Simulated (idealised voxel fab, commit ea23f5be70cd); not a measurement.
Process module, titled voxel capacitor over wiring
Square cell edge 5 nm, section width 295 nm, ID cut.
Cross-section spec: square-cell grid; bands listed top down; each band is one or more rows. Top height, bottom height, nm. Materials left to right, width each, nm. Single material + "edge to edge" = fills band edge to edge. "blank" = empty. Height reference: 0 = level under which incoming wafer is all one material. Lowest band: no bottom, runs on downward, e.g. "0..down". You'd read "30..40" like this: the band's top row of cells is as wide as the first number, its bottom row is as wide as the second, and going down, every row changes width by the same amount as the row before did. Any step labelled "remains unaltered" changed none of the cells in the cross-section. "Unvented internal voids" lists enclosed empty spaces (at least 8 cells, no open path upward to the top), each as width x height at distance from the left edge, in nm. Where a step's line continues beyond its settings, the continuation is a remark by the simulator itself on that step. A step line may carry the setting "overlay nm", which, for steps involving a mask, states the distance by which the mask lay to the right of its intended position; negative values denote displacement to the left.
### List of planned process steps
- 1: RECEIVE | material Si
- 2: CONFORMAL_DEP | material SiO2 | thk nm 10
- 3: CONFORMAL_DEP | material SiCN | thk nm 5
- 4: DIRECTIONAL_DEP | material SiO2 | thk nm 15
- 5: DIRECTIONAL_DEP | material aC | thk nm 10
- 6: PATTERN | tone open | mask id METAL_1 | material resist | width nm 20 | pitch nm 80 | thk nm 25 | overlay nm 0
- 7: DIRECTIONAL_ETCH | etch materials aC | depth nm 10
- 8: STRIP | etch materials resist
- 9: DIRECTIONAL_ETCH | etch materials SiO2 | depth nm 15
- 10: DIRECTIONAL_ETCH | etch materials SiCN | depth nm 5
- 11: STRIP | etch materials aC
- 12: CONFORMAL_DEP | material TiN | thk nm 5
- 13: FILL_DEP | material Cu | thk nm 10
- 14: CMP | height nm 30
- 15: CONFORMAL_DEP | material SiCN | thk nm 5
- 16: DIRECTIONAL_DEP | material lowk | thk nm 15
- 17: DIRECTIONAL_DEP | material aC | thk nm 10
- 18: PATTERN | tone open | mask id PLUG_1 | material resist | width nm 15 | thk nm 30 | overlay nm 0
- 19: DIRECTIONAL_ETCH | etch materials aC | depth nm 10
- 20: STRIP | etch materials resist
- 21: DIRECTIONAL_ETCH | etch materials lowk | depth nm 15
- 22: DIRECTIONAL_ETCH | etch materials SiCN | depth nm 5
- 23: STRIP | etch materials aC
- 24: CONFORMAL_DEP | material TiN | thk nm 5
- 25: FILL_DEP | material Ru | thk nm 10
- 26: CMP | height nm 50
- 27: DIRECTIONAL_DEP | material TiN | thk nm 5
- 28: DIRECTIONAL_DEP | material SiN | thk nm 5
- 29: DIRECTIONAL_DEP | material TiN | thk nm 10
- 30: PATTERN | tone cover | mask id UPPER_PLATE | material resist | width nm 65 | thk nm 15 | overlay nm 0
- 31: DIRECTIONAL_ETCH | etch materials TiN | depth nm 10
- 32: DIRECTIONAL_ETCH | etch materials SiN | depth nm 5
- 33: STRIP | etch materials resist
- 34: DIRECTIONAL_DEP | material aC | thk nm 10
- 35: PATTERN | tone cover | mask id LOWER_PLATE | material resist | width nm 75 | thk nm 25 | overlay nm 0
- 36: DIRECTIONAL_ETCH | etch materials aC | depth nm 10
- 37: STRIP | etch materials resist
- 38: DIRECTIONAL_ETCH | etch materials TiN | depth nm 5
- 39: STRIP | etch materials aC
- 40: FILL_DEP | material SiO2 | thk nm 20
- 41: CMP | height nm 85
- 42: PATTERN | tone open | mask id PLUG_2 | material resist | width nm 15 | thk nm 15 | overlay nm 0
- 43: DIRECTIONAL_ETCH | etch materials SiO2 | depth nm 15
- 44: STRIP | etch materials resist
- 45: CONFORMAL_DEP | material TiN | thk nm 5
- 46: FILL_DEP | material Ru | thk nm 5
- 47: CMP | height nm 85
- 48: CONFORMAL_DEP | material SiN | thk nm 5
### Incoming wafer, cross-sectional view, post step 1
- 0..down | Si edge to edge
- Unvented internal voids: none
### First of two wafers at the end of the module, shown in cross-section; run carried out as planned
- 90..85 | SiN edge to edge
- 85..75 | SiO2 110 nm  TiN 5 nm  Ru 5 nm  TiN 5 nm  SiO2 170 nm
- 75..70 | SiO2 110 nm  TiN 15 nm  SiO2 170 nm
- 70..60 | SiO2 100 nm  TiN 65 nm  SiO2 130 nm
- 60..55 | SiO2 100 nm  SiN 65 nm  SiO2 130 nm
- 55..50 | SiO2 95 nm  TiN 75 nm  SiO2 125 nm
- 50..35 | lowk 100 nm  TiN 5 nm  Ru 5 nm  TiN 5 nm  lowk 180 nm
- 35..30 | SiCN 100 nm  TiN 15 nm  SiCN 180 nm
- 30..15 | SiO2 95 nm  TiN 5 nm  Cu 10 nm  TiN 5 nm  SiO2 60 nm  TiN 5 nm  Cu 10 nm  TiN 5 nm  SiO2 100 nm
- 15..10 | SiCN 95 nm  TiN 20 nm  SiCN 60 nm  TiN 20 nm  SiCN 100 nm
- 10..0 | SiO2 edge to edge
- 0..down | Si edge to edge
- Unvented internal voids: none
### Cross-section, wafer two of two, end of module: same start and plan as wafer one, one error in execution
- 90..85 | SiN edge to edge
- 85..75 | SiO2 110 nm  TiN 5 nm  Ru 5 nm  TiN 5 nm  SiO2 170 nm
- 75..70 | SiO2 110 nm  TiN 15 nm  SiO2 170 nm
- 70..60 | SiO2 100 nm  TiN 65 nm  SiO2 130 nm
- 60..55 | SiO2 100 nm  SiN 65 nm  SiO2 130 nm
- 55..50 | SiO2 95 nm  TiN 75 nm  SiO2 125 nm
- 50..35 | Ru 95 nm  TiN 5 nm  lowk 15 nm  TiN 5 nm  Ru 175 nm
- 35..30 | TiN 100 nm  SiCN 15 nm  TiN 180 nm
- 30..15 | SiO2 95 nm  TiN 5 nm  Cu 10 nm  TiN 5 nm  SiO2 60 nm  TiN 5 nm  Cu 10 nm  TiN 5 nm  SiO2 100 nm
- 15..10 | SiCN 95 nm  TiN 20 nm  SiCN 60 nm  TiN 20 nm  SiCN 100 nm
- 10..0 | SiO2 edge to edge
- 0..down | Si edge to edge
- Unvented internal voids: none
Want to know what went wrong? heads up, step 18 didn't go per plan, it actually ran as PATTERN | tone cover | mask id PLUG_1 | material resist | width nm 15 | thk nm 30 | overlay nm 0
The closing comparison, in cells, has the second wafer with more or fewer of some materials than the first: 159 more of Ru; 53 fewer of SiCN; 53 more of TiN; 159 fewer of lowk
